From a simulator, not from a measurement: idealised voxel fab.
Title: Process Module voxel ribs on slabs
For reference, the cross-section in this document is cut, with width 145 nm and square cells of 5 nm.
A cross-section in this document is a grid of square cells, and it is written down as bands, the top band listed before the ones below it; a band is made up of one or more rows of cells. This entry defines a band. It first specifies the height of the band's top and the height of its bottom in nm, and then specifies the band's materials from left to right, stating each material with its width in nm. The word "all across" identifies a single material that fills the band from edge to edge, while the word "blank" identifies empty space. For the purposes of this specification, 0 denotes the height below which the wafer in its as-received condition is composed wholly of one material, and the lowermost band, lacking a lower limit, extends downward without end, as expressed in "from 0 down". Think of "30 to 40" as a width that walks from the first number to the second as you go down the band, top row to bottom row, taking equal-sized steps from row to row. "no alteration" for a step: no cell of the cross-section changed in that step. The entry titled "Closed cavities" provides the empty spaces that have no open way to the top, restricted to those of 8 cells or more. Each is presented as width x height at distance, the distance being measured from the left edge, with all three in nm. Past the settings on a step's line: simulator remark, on that step. What "overlay nm" on a step's line means: if the step has a mask, that mask lay this far to the right of its planned place, or, when the value is negative, to the left.

**Process steps foreseen in the plan**
1,RECEIVE with material Si
2,DIRECTIONAL_DEP with material SiO2, thk nm 30
3,DIRECTIONAL_DEP with material polySi, thk nm 15
4,MASKED_ETCH with tone cover, mask id RIB, width nm 25, etch materials polySi, depth nm 5, overlay nm 0
5,PATTERN with tone cover, mask id SLAB, material resist, width nm 65, thk nm 20, overlay nm 0
6,DIRECTIONAL_ETCH with etch materials polySi, depth nm 10
7,STRIP with etch materials resist
8,FILL_DEP with material SiO2, thk nm 30
9,CMP with height nm 65
10,DIRECTIONAL_DEP with material TiN, thk nm 10
11,PATTERN with tone cover, mask id HEATER, material resist, width nm 35, thk nm 15, overlay nm 0
12,DIRECTIONAL_ETCH with etch materials TiN, depth nm 10
13,STRIP with etch materials resist
14,CONFORMAL_DEP with material SiO2, thk nm 5

**First of two wafers: run as planned**

**Cross-section of the wafer at receipt, which is the condition after step 1**
  from 0 down | Si all across
  Closed cavities: none

**after step 2**
  from 30 to 0 | SiO2 all across
  Unchanged below 0.

**after step 3**
  from 45 to 30 | polySi all across
  Unchanged below 30.

**after step 4**
  from 45 to 40 | blank 60, then polySi 25, then blank 60
  Unchanged below 40.

**after step 5**
  from 65 to 45 | blank 40, then resist 65, then blank 40
  from 45 to 40 | blank 40, then resist 20, then polySi 25, then resist 20, then blank 40
  Unchanged below 40.

**after step 6**
  from 65 to 45 | blank 40, then resist 65, then blank 40
  from 45 to 40 | blank 40, then resist 20, then polySi 25, then resist 20, then blank 40
  from 40 to 30 | blank 40, then polySi 65, then blank 40
  Unchanged below 30.

**after step 7**
  from 45 to 40 | blank 60, then polySi 25, then blank 60
  Unchanged below 40.

**after step 8**
  from 75 to 45 | SiO2 all across
  from 45 to 40 | SiO2 60, then polySi 25, then SiO2 60
  from 40 to 30 | SiO2 40, then polySi 65, then SiO2 40
  Unchanged below 30.

**after step 9**
  from 65 to 45 | SiO2 all across
  Unchanged below 45.

**after step 10**
  from 75 to 65 | TiN all across
  Unchanged below 65.

**after step 11**
  from 90 to 75 | blank 55, then resist 35, then blank 55
  Unchanged below 75.

**after step 12**
  from 90 to 75 | blank 55, then resist 35, then blank 55
  from 75 to 65 | blank 55, then TiN 35, then blank 55
  Unchanged below 65.

**after step 13**
  from 75 to 65 | blank 55, then TiN 35, then blank 55
  Unchanged below 65.

**after step 14**
  from 80 to 75 | blank 50, then SiO2 45, then blank 50
  from 75 to 70 | blank 50, then SiO2 5, then TiN 35, then SiO2 5, then blank 50
  from 70 to 65 | SiO2 55, then TiN 35, then SiO2 55
  Unchanged below 65.

**Wafer two. Same start, same plan, one slip in execution. Same as wafer one through step 1, inclusive**

**Second wafer shown in cross-section at the time step 2 was slated to end**
  from 15 to 0 | polySi all across
  Unchanged below 0.

**Second wafer shown in cross-section at the time step 3 was slated to end**
  from 45 to 15 | SiO2 all across
  Unchanged below 15.

Second wafer shown in cross-section at the time step 4 was slated to end: no alteration

**Second wafer shown in cross-section at the time step 5 was slated to end**
  from 65 to 45 | blank 40, then resist 65, then blank 40
  Unchanged below 45.

Second wafer shown in cross-section at the time step 6 was slated to end: no alteration

**Second wafer shown in cross-section at the time step 7 was slated to end**
  from 45 to 15 | SiO2 all across
  Unchanged below 15.

**Second wafer shown in cross-section at the time step 8 was slated to end**
  from 75 to 15 | SiO2 all across
  Unchanged below 15.

**Second wafer shown in cross-section at the time step 9 was slated to end**
  from 65 to 15 | SiO2 all across
  Unchanged below 15.

**Second wafer shown in cross-section at the time step 10 was slated to end**
  from 75 to 65 | TiN all across
  Unchanged below 65.

**Second wafer shown in cross-section at the time step 11 was slated to end**
  from 90 to 75 | blank 55, then resist 35, then blank 55
  Unchanged below 75.

**Second wafer shown in cross-section at the time step 12 was slated to end**
  from 90 to 75 | blank 55, then resist 35, then blank 55
  from 75 to 65 | blank 55, then TiN 35, then blank 55
  Unchanged below 65.

**Second wafer shown in cross-section at the time step 13 was slated to end**
  from 75 to 65 | blank 55, then TiN 35, then blank 55
  Unchanged below 65.

**Second wafer shown in cross-section at the time step 14 was slated to end**
  from 80 to 75 | blank 50, then SiO2 45, then blank 50
  from 75 to 70 | blank 50, then SiO2 5, then TiN 35, then SiO2 5, then blank 50
  from 70 to 65 | SiO2 55, then TiN 35, then SiO2 55
  Unchanged below 65.
Plan not followed: steps 2 and 3 swapped
FYI, end of process, the second wafer has more or fewer cells of some materials than the first: -56 SiO2; +56 polySi
